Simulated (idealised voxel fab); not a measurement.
Process module name: voxel self aligned vias
The cross-section shown here is cut; it is 280 nm wide and divided into square cells measuring 5 nm on a side.
A cross-section is written here as square cells arranged in a grid, and it is given in bands from the top down, each band taking up one or more rows of cells. In this notation a band is specified by the heights of its top and bottom, in that order and in nm, after which its materials appear from left to right, each paired with its width in nm. The word "everywhere" attached to a single material means that material fills the band from edge to edge; the word "empty" stands for empty space. Counting heights begins at 0, where everything beneath is, in the wafer as received, one material. The lowest band has no bottom; it goes on downwards, as "z 0 and below" shows. The expression "30->40" gives the width at the extremes of the band, the first number at its top row of cells and the second at its bottom row, with the width changing by equal amounts from each row to the next in between. Where the words "all unchanged" appear for a step, the cross-section shows no cell changed by that step; every cell remained as before. "Sealed voids" - sealed voids, min. 8 cells, no opening to top; format: width x height at distance (distance from left edge; nm throughout). Formally, on a step line, whatever follows the settings is a remark that the simulator itself makes on the step. overlay nm: mask right of planned place by this much (step with mask). Neg. = left.
[The planned process steps are enumerated hereunder]
| 1 | RECEIVE,material Si |
| 2 | CONFORMAL_DEP,material SiO2,thk nm 15 |
| 3 | CONFORMAL_DEP,material SiCN,thk nm 5 |
| 4 | DIRECTIONAL_DEP,material SiO2,thk nm 30 |
| 5 | MASKED_ETCH,tone open,mask id LINES,width nm 30,pitch nm 65,etch materials SiO2,depth nm 30,overlay nm 0 |
| 6 | CONFORMAL_DEP,material TiN,thk nm 5 |
| 7 | FILL_DEP,material Ru,thk nm 5 |
| 8 | CMP,height nm 50 |
| 9 | SELECTIVE_ETCH,etch materials W Ru TiN,depth nm 5 |
| 10 | FILL_DEP,material SiN,thk nm 5 |
| 11 | CMP,height nm 50 |
| 12 | DIRECTIONAL_DEP,material SiO2,thk nm 15 |
| 13 | MASKED_ETCH,tone open,mask id VIAS,width nm 40,pitch nm 130,etch materials SiO2,depth nm 15,overlay nm 0 |
| 14 | MASKED_ETCH,tone open,mask id VIAS,width nm 40,pitch nm 130,etch materials SiN,depth nm 5,overlay nm -15 |
| 15 | CONFORMAL_DEP,material TiN,thk nm 5 |
| 16 | FILL_DEP,material Ru,thk nm 5 |
| 17 | CMP,height nm 65 |
| 18 | CONFORMAL_DEP,material SiN,thk nm 5 |
Quick note for whoever runs this: the wafers start identical, but the overlay nm at step 14 isn't the same across them. The plan just shows what the first wafer had.
[Cross-section of the first of several wafers on receipt, reflecting completion of step 1]
    z 0 and below  Si everywhere
    Sealed voids: none
[Per wafer (row), end of module: delta in cells per material since receipt, (+) for gained, (-) for lost; closed voids after that]
overlay nm -15 | +76 Ru | +56 SiCN | +66 SiN | +516 SiO2 | +70 TiN | Sealed voids: none
overlay nm -10 | +78 Ru | +56 SiCN | +64 SiN | +516 SiO2 | +70 TiN | Sealed voids: none
overlay nm -5 | +80 Ru | +56 SiCN | +62 SiN | +516 SiO2 | +70 TiN | Sealed voids: none
overlay nm 0 | +80 Ru | +56 SiCN | +62 SiN | +516 SiO2 | +70 TiN | Sealed voids: none
overlay nm 5 | +80 Ru | +56 SiCN | +62 SiN | +516 SiO2 | +70 TiN | Sealed voids: none
overlay nm 10 | +78 Ru | +56 SiCN | +64 SiN | +516 SiO2 | +70 TiN | Sealed voids: none
overlay nm 15 | +76 Ru | +56 SiCN | +66 SiN | +516 SiO2 | +70 TiN | Sealed voids: none
